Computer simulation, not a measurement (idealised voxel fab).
Documented hereafter: the process module known as voxel tone inversion.
Square cells of 5 nm make up the cross-section cut, whose width is 280 nm.
A cross-section in this document is a grid of square cells, and it is written down as bands, the top band listed before the ones below it; a band is made up of one or more rows of cells. Quick guide to a band line: top height, bottom height (nm) up front; then every material left to right with its width in nm. Only one material and it's marked "throughout"? Then it fills the band edge to edge. And "air" just means empty space. Heights are reckoned from 0. Under this level, the received wafer is all of one material. The bottommost band is open-ended downward, for example "0..down". Top row gets the first number, bottom row gets the second, and each row in between changes by the same step: that is how a band width like "30 to 40" works. "stayed the same" (step): cross-section cells unchanged, all of them. In "Sealed voids" the enclosed voids are listed, meaning empty spaces of 8 cells or larger without any opening to the top. The form is width x height at distance, distance from the left edge, units nm. Whatever follows a step's settings on its line is a remark the simulator itself makes about that step. overlay nm: step with mask; distance mask lay right of planned place; negative value = left of planned place. Heads up before you read on: it's before/after pairs around one process step each, after side only down to the lowest band that changed, step plus settings under the pair. Pairs can be from different runs of this module, same starting wafer, so only chain a pair onto the one above if its "Pre-step profile" entry says so.

[Pre-step profile]
- 0..down: Si throughout
- Sealed voids: none

[Resulting Cross-Section]
- 10..0: SiCN throughout
- Under 0: no change, same as before.
- Sealed voids: none
Process step separating the two views above: CONFORMAL_DEP [material SiCN] [thk nm 10]

Pre-step profile: The initial state for this step is given by the after cross-section of the immediately preceding pair.

[Resulting Cross-Section]
- 30..10: aC throughout
- Under 10: no change, same as before.
- Sealed voids: none
Process step separating the two views above: DIRECTIONAL_DEP [material aC] [thk nm 20]

Pre-step profile: The initial state for this step is given by the after cross-section of the immediately preceding pair.

[Resulting Cross-Section]
- 60..30: air (100) / resist (15) / air (15) / resist (15) / air (15) / resist (15) / air (105)
- Under 30: no change, same as before.
- Sealed voids: none
Process step separating the two views above: PATTERN [tone cover] [mask id POSTS] [material resist] [width nm 15] [pitch nm 30] [thk nm 30] [overlay nm 0]

Pre-step profile: The initial state for this step is given by the after cross-section of the immediately preceding pair.

[Resulting Cross-Section]
- 40..30: air (100) / resist (15) / air (15) / resist (15) / air (15) / resist (15) / air (105)
- 30..10: air (100) / aC (15) / air (15) / aC (15) / air (15) / aC (15) / air (105)
- Under 10: no change, same as before.
- Sealed voids: none
Process step separating the two views above: DIRECTIONAL_ETCH [etch materials aC] [depth nm 20]

Pre-step profile: The initial state for this step is given by the after cross-section of the immediately preceding pair.

[Resulting Cross-Section]
- 30..10: air (100) / aC (15) / air (15) / aC (15) / air (15) / aC (15) / air (105)
- Under 10: no change, same as before.
- Sealed voids: none
Process step separating the two views above: STRIP [etch materials resist]

Pre-step profile: The initial state for this step is given by the after cross-section of the immediately preceding pair.

[Resulting Cross-Section]
- 35..30: SiO2 throughout
- 30..10: SiO2 (100) / aC (15) / SiO2 (15) / aC (15) / SiO2 (15) / aC (15) / SiO2 (105)
- Under 10: no change, same as before.
- Sealed voids: none
Process step separating the two views above: FILL_DEP [material SiO2] [thk nm 5]

Pre-step profile: The initial state for this step is given by the after cross-section of the immediately preceding pair.

[Resulting Cross-Section]
- 30..10: SiO2 (100) / aC (15) / SiO2 (15) / aC (15) / SiO2 (15) / aC (15) / SiO2 (105)
- Under 10: no change, same as before.
- Sealed voids: none
Process step separating the two views above: CMP [height nm 30]

Pre-step profile: The initial state for this step is given by the after cross-section of the immediately preceding pair.

[Resulting Cross-Section]
- 30..10: SiO2 (100) / air (15) / SiO2 (15) / air (15) / SiO2 (15) / air (15) / SiO2 (105)
- Under 10: no change, same as before.
- Sealed voids: none
Process step separating the two views above: STRIP [etch materials aC]

[Pre-step profile]
- 0..down: Si throughout
- Sealed voids: none

[Resulting Cross-Section]
- 20..0: aC throughout
- Under 0: no change, same as before.
- Sealed voids: none
Process step separating the two views above: DIRECTIONAL_DEP [material aC] [thk nm 20]

Pre-step profile: The initial state for this step is given by the after cross-section of the immediately preceding pair.

[Resulting Cross-Section]
- 30..20: SiCN throughout
- Under 20: no change, same as before.
- Sealed voids: none
Process step separating the two views above: CONFORMAL_DEP [material SiCN] [thk nm 10]

Pre-step profile: The initial state for this step is given by the after cross-section of the immediately preceding pair.

[Resulting Cross-Section]
- 60..30: air (100) / resist (15) / air (15) / resist (15) / air (15) / resist (15) / air (105)
- Under 30: no change, same as before.
- Sealed voids: none
Process step separating the two views above: PATTERN [tone cover] [mask id POSTS] [material resist] [width nm 15] [pitch nm 30] [thk nm 30] [overlay nm 0]

Pre-step profile: The initial state for this step is given by the after cross-section of the immediately preceding pair.

[Resulting Cross-Section]
- 40..30: air (100) / resist (15) / air (15) / resist (15) / air (15) / resist (15) / air (105)
- Under 30: no change, same as before.
- Sealed voids: none
Process step separating the two views above: DIRECTIONAL_ETCH [etch materials aC] [depth nm 20]

Pre-step profile: The initial state for this step is given by the after cross-section of the immediately preceding pair.

[Resulting Cross-Section]
- 30..20: SiCN throughout
- Under 20: no change, same as before.
- Sealed voids: none
Process step separating the two views above: STRIP [etch materials resist]

Pre-step profile: The initial state for this step is given by the after cross-section of the immediately preceding pair.

[Resulting Cross-Section]
- 35..30: SiO2 throughout
- Under 30: no change, same as before.
- Sealed voids: none
Process step separating the two views above: FILL_DEP [material SiO2] [thk nm 5]

Pre-step profile: The initial state for this step is given by the after cross-section of the immediately preceding pair.

[Resulting Cross-Section]
- 30..20: SiCN throughout
- Under 20: no change, same as before.
- Sealed voids: none
Process step separating the two views above: CMP [height nm 30]

[Pre-step profile]
- 10..0: SiCN throughout
- 0..down: Si throughout
- Sealed voids: none

[Resulting Cross-Section]
- 25..10: aC throughout
- Under 10: no change, same as before.
- Sealed voids: none
Process step separating the two views above: DIRECTIONAL_DEP [material aC] [thk nm 15]

Pre-step profile: The initial state for this step is given by the after cross-section of the immediately preceding pair.

[Resulting Cross-Section]
- 55..25: air (100) / resist (15) / air (15) / resist (15) / air (15) / resist (15) / air (105)
- Under 25: no change, same as before.
- Sealed voids: none
Process step separating the two views above: PATTERN [tone cover] [mask id POSTS] [material resist] [width nm 15] [pitch nm 30] [thk nm 30] [overlay nm 0]

Pre-step profile: The initial state for this step is given by the after cross-section of the immediately preceding pair.

[Resulting Cross-Section]
- 35..25: air (100) / resist (15) / air (15) / resist (15) / air (15) / resist (15) / air (105)
- 25..10: air (100) / aC (15) / air (15) / aC (15) / air (15) / aC (15) / air (105)
- Under 10: no change, same as before.
- Sealed voids: none
Process step separating the two views above: DIRECTIONAL_ETCH [etch materials aC] [depth nm 20]

Pre-step profile: The initial state for this step is given by the after cross-section of the immediately preceding pair.

[Resulting Cross-Section]
- 25..10: air (100) / aC (15) / air (15) / aC (15) / air (15) / aC (15) / air (105)
- Under 10: no change, same as before.
- Sealed voids: none
Process step separating the two views above: STRIP [etch materials resist]

Pre-step profile: The initial state for this step is given by the after cross-section of the immediately preceding pair.

[Resulting Cross-Section]
- 30..25: SiO2 throughout
- 25..10: SiO2 (100) / aC (15) / SiO2 (15) / aC (15) / SiO2 (15) / aC (15) / SiO2 (105)
- Under 10: no change, same as before.
- Sealed voids: none
Process step separating the two views above: FILL_DEP [material SiO2] [thk nm 5]

[Pre-step profile]
- 30..10: aC throughout
- 10..0: SiCN throughout
- 0..down: Si throughout
- Sealed voids: none

[Resulting Cross-Section]
- 60..30: air (95) / resist (15) / air (15) / resist (15) / air (15) / resist (15) / air (110)
- Under 30: no change, same as before.
- Sealed voids: none
Process step separating the two views above: PATTERN [tone cover] [mask id POSTS] [material resist] [width nm 15] [pitch nm 30] [thk nm 30] [overlay nm -5]

Pre-step profile: The initial state for this step is given by the after cross-section of the immediately preceding pair.

[Resulting Cross-Section]
- 40..30: air (95) / resist (15) / air (15) / resist (15) / air (15) / resist (15) / air (110)
- 30..10: air (95) / aC (15) / air (15) / aC (15) / air (15) / aC (15) / air (110)
- Under 10: no change, same as before.
- Sealed voids: none
Process step separating the two views above: DIRECTIONAL_ETCH [etch materials aC] [depth nm 20]

Pre-step profile: The initial state for this step is given by the after cross-section of the immediately preceding pair.

[Resulting Cross-Section]
- 30..10: air (95) / aC (15) / air (15) / aC (15) / air (15) / aC (15) / air (110)
- Under 10: no change, same as before.
- Sealed voids: none
Process step separating the two views above: STRIP [etch materials resist]

Pre-step profile: The initial state for this step is given by the after cross-section of the immediately preceding pair.

[Resulting Cross-Section]
- 35..30: SiO2 throughout
- 30..10: SiO2 (95) / aC (15) / SiO2 (15) / aC (15) / SiO2 (15) / aC (15) / SiO2 (110)
- Under 10: no change, same as before.
- Sealed voids: none
Process step separating the two views above: FILL_DEP [material SiO2] [thk nm 5]

Pre-step profile: The initial state for this step is given by the after cross-section of the immediately preceding pair.

[Resulting Cross-Section]
- 30..10: SiO2 (95) / aC (15) / SiO2 (15) / aC (15) / SiO2 (15) / aC (15) / SiO2 (110)
- Under 10: no change, same as before.
- Sealed voids: none
Process step separating the two views above: CMP [height nm 30]

Pre-step profile: The initial state for this step is given by the after cross-section of the immediately preceding pair.

[Resulting Cross-Section]
- 30..10: SiO2 (95) / air (15) / SiO2 (15) / air (15) / SiO2 (15) / air (15) / SiO2 (110)
- Under 10: no change, same as before.
- Sealed voids: none
Process step separating the two views above: STRIP [etch materials aC]

[Pre-step profile]
- 10..0: SiCN throughout
- 0..down: Si throughout
- Sealed voids: none

[Resulting Cross-Section]
- 30..10: SiO2 throughout
- Under 10: no change, same as before.
- Sealed voids: none
Process step separating the two views above: DIRECTIONAL_DEP [material SiO2] [thk nm 20]

Pre-step profile: The initial state for this step is given by the after cross-section of the immediately preceding pair.

[Resulting Cross-Section]
- 60..30: air (100) / resist (15) / air (15) / resist (15) / air (15) / resist (15) / air (105)
- Under 30: no change, same as before.
- Sealed voids: none
Process step separating the two views above: PATTERN [tone cover] [mask id POSTS] [material resist] [width nm 15] [pitch nm 30] [thk nm 30] [overlay nm 0]

Pre-step profile: The initial state for this step is given by the after cross-section of the immediately preceding pair.

[Resulting Cross-Section]
- 40..30: air (100) / resist (15) / air (15) / resist (15) / air (15) / resist (15) / air (105)
- Under 30: no change, same as before.
- Sealed voids: none
Process step separating the two views above: DIRECTIONAL_ETCH [etch materials aC] [depth nm 20]

Pre-step profile: The initial state for this step is given by the after cross-section of the immediately preceding pair.

[Resulting Cross-Section]
- 30..10: SiO2 throughout
- Under 10: no change, same as before.
- Sealed voids: none
Process step separating the two views above: STRIP [etch materials resist]

Pre-step profile: The initial state for this step is given by the after cross-section of the immediately preceding pair.

[Resulting Cross-Section]
- 35..10: SiO2 throughout
- Under 10: no change, same as before.
- Sealed voids: none
Process step separating the two views above: FILL_DEP [material SiO2] [thk nm 5]

Pre-step profile: The initial state for this step is given by the after cross-section of the immediately preceding pair.

[Resulting Cross-Section]
- 30..10: SiO2 throughout
- Under 10: no change, same as before.
- Sealed voids: none
Process step separating the two views above: CMP [height nm 30]

[Pre-step profile]
- 30..10: aC throughout
- 10..0: SiCN throughout
- 0..down: Si throughout
- Sealed voids: none

[Resulting Cross-Section]
- 60..30: resist (100) / air (15) / resist (15) / air (15) / resist (15) / air (15) / resist (105)
- Under 30: no change, same as before.
- Sealed voids: none
Process step separating the two views above: PATTERN [tone open] [mask id POSTS] [material resist] [width nm 15] [pitch nm 30] [thk nm 30] [overlay nm 0]

Pre-step profile: The initial state for this step is given by the after cross-section of the immediately preceding pair.

[Resulting Cross-Section]
- 40..30: resist (100) / air (15) / resist (15) / air (15) / resist (15) / air (15) / resist (105)
- 30..10: aC (100) / air (15) / aC (15) / air (15) / aC (15) / air (15) / aC (105)
- Under 10: no change, same as before.
- Sealed voids: none
Process step separating the two views above: DIRECTIONAL_ETCH [etch materials aC] [depth nm 20]

Pre-step profile: The initial state for this step is given by the after cross-section of the immediately preceding pair.

[Resulting Cross-Section]
- 30..10: aC (100) / air (15) / aC (15) / air (15) / aC (15) / air (15) / aC (105)
- Under 10: no change, same as before.
- Sealed voids: none
Process step separating the two views above: STRIP [etch materials resist]

Pre-step profile: The initial state for this step is given by the after cross-section of the immediately preceding pair.

[Resulting Cross-Section]
- 35..30: SiO2 throughout
- 30..10: aC (100) / SiO2 (15) / aC (15) / SiO2 (15) / aC (15) / SiO2 (15) / aC (105)
- Under 10: no change, same as before.
- Sealed voids: none
Process step separating the two views above: FILL_DEP [material SiO2] [thk nm 5]

Pre-step profile: The initial state for this step is given by the after cross-section of the immediately preceding pair.

[Resulting Cross-Section]
- 30..10: aC (100) / SiO2 (15) / aC (15) / SiO2 (15) / aC (15) / SiO2 (15) / aC (105)
- Under 10: no change, same as before.
- Sealed voids: none
Process step separating the two views above: CMP [height nm 30]

Pre-step profile: The initial state for this step is given by the after cross-section of the immediately preceding pair.

[Resulting Cross-Section]
- 30..10: air (100) / SiO2 (15) / air (15) / SiO2 (15) / air (15) / SiO2 (15) / air (105)
- Under 10: no change, same as before.
- Sealed voids: none
Process step separating the two views above: STRIP [etch materials aC]
